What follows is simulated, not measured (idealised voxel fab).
process module | voxel fin reveal
cross-section cut | 165 nm wide | cells 5 nm
A cross-section is a grid of square cells, given in bands from the top down. A band is one or more rows of cells.
Each band's line starts with the height of the band's top and of its bottom, in nm. Then come its materials from left to right, each with its width in nm. One material with "throughout" fills the band from edge to edge. "air" is empty space.
Height 0 is the level under which the wafer as received is all one material. The lowest band goes on downwards, as in "0 down".
A width such as "30 to 40" changes by the same amount from each row of cells to the next, from the band's top row to its bottom row.
"no change" after a step means that no cell of the cross-section changed.
closed voids: empty space of 8 cells or more with no open way to the top, each as width x height at its distance from the left edge, in nm
after a step's settings: what the simulator itself notes on the step
overlay nm, on a step with a mask: how far to the right of its planned place the mask lay; to the left if negative
plan
1 op RECEIVE | material Si
2 op CONFORMAL_DEP | material SiN | thk nm 10
3 op PATTERN | tone cover | mask id FINS | material resist | width nm 15 | pitch nm 35 | thk nm 20 | overlay nm 0
4 op DIRECTIONAL_ETCH | etch materials SiN | depth nm 10
5 op DIRECTIONAL_ETCH | etch materials Si | depth nm 30
6 op STRIP | etch materials resist
7 op FILL_DEP | material SiO2 | thk nm 10
8 op CMP | height nm 10
9 op SELECTIVE_ETCH | etch materials SiO2 | depth nm 25
10 op STRIP | etch materials SiN
first wafer, as planned
as received, after step 1
  0 down: Si throughout
  closed voids: none
after step 2
  10 to 0: SiN throughout
  below 0: unchanged
after step 3
  30 to 10: air 55 | resist 15 | air 20 | resist 15 | air 60
  below 10: unchanged
after step 4
  30 to 10: air 55 | resist 15 | air 20 | resist 15 | air 60
  10 to 0: air 55 | SiN 15 | air 20 | SiN 15 | air 60
  below 0: unchanged
after step 5
  30 to 10: air 55 | resist 15 | air 20 | resist 15 | air 60
  10 to 0: air 55 | SiN 15 | air 20 | SiN 15 | air 60
  0 to -30: air 55 | Si 15 | air 20 | Si 15 | air 60
  below -30: unchanged
after step 6
  10 to 0: air 55 | SiN 15 | air 20 | SiN 15 | air 60
  below 0: unchanged
after step 7
  20 to 10: SiO2 throughout
  10 to 0: SiO2 55 | SiN 15 | SiO2 20 | SiN 15 | SiO2 60
  0 to -30: SiO2 55 | Si 15 | SiO2 20 | Si 15 | SiO2 60
  below -30: unchanged
after step 8
  10 to 0: SiO2 55 | SiN 15 | SiO2 20 | SiN 15 | SiO2 60
  below 0: unchanged
after step 9
  10 to 0: air 55 | SiN 15 | air 20 | SiN 15 | air 60
  0 to -15: air 55 | Si 15 | air 20 | Si 15 | air 60
  below -15: unchanged
after step 10
  0 to -15: air 55 | Si 15 | air 20 | Si 15 | air 60
  below -15: unchanged
second wafer: like start, like plan, one mistake. Through step 9 it matches the first wafer
when step 10 should have ended: no change
what went wrong: step 10 was left out
at the end the second wafer has, in cells: 12 more of SiN
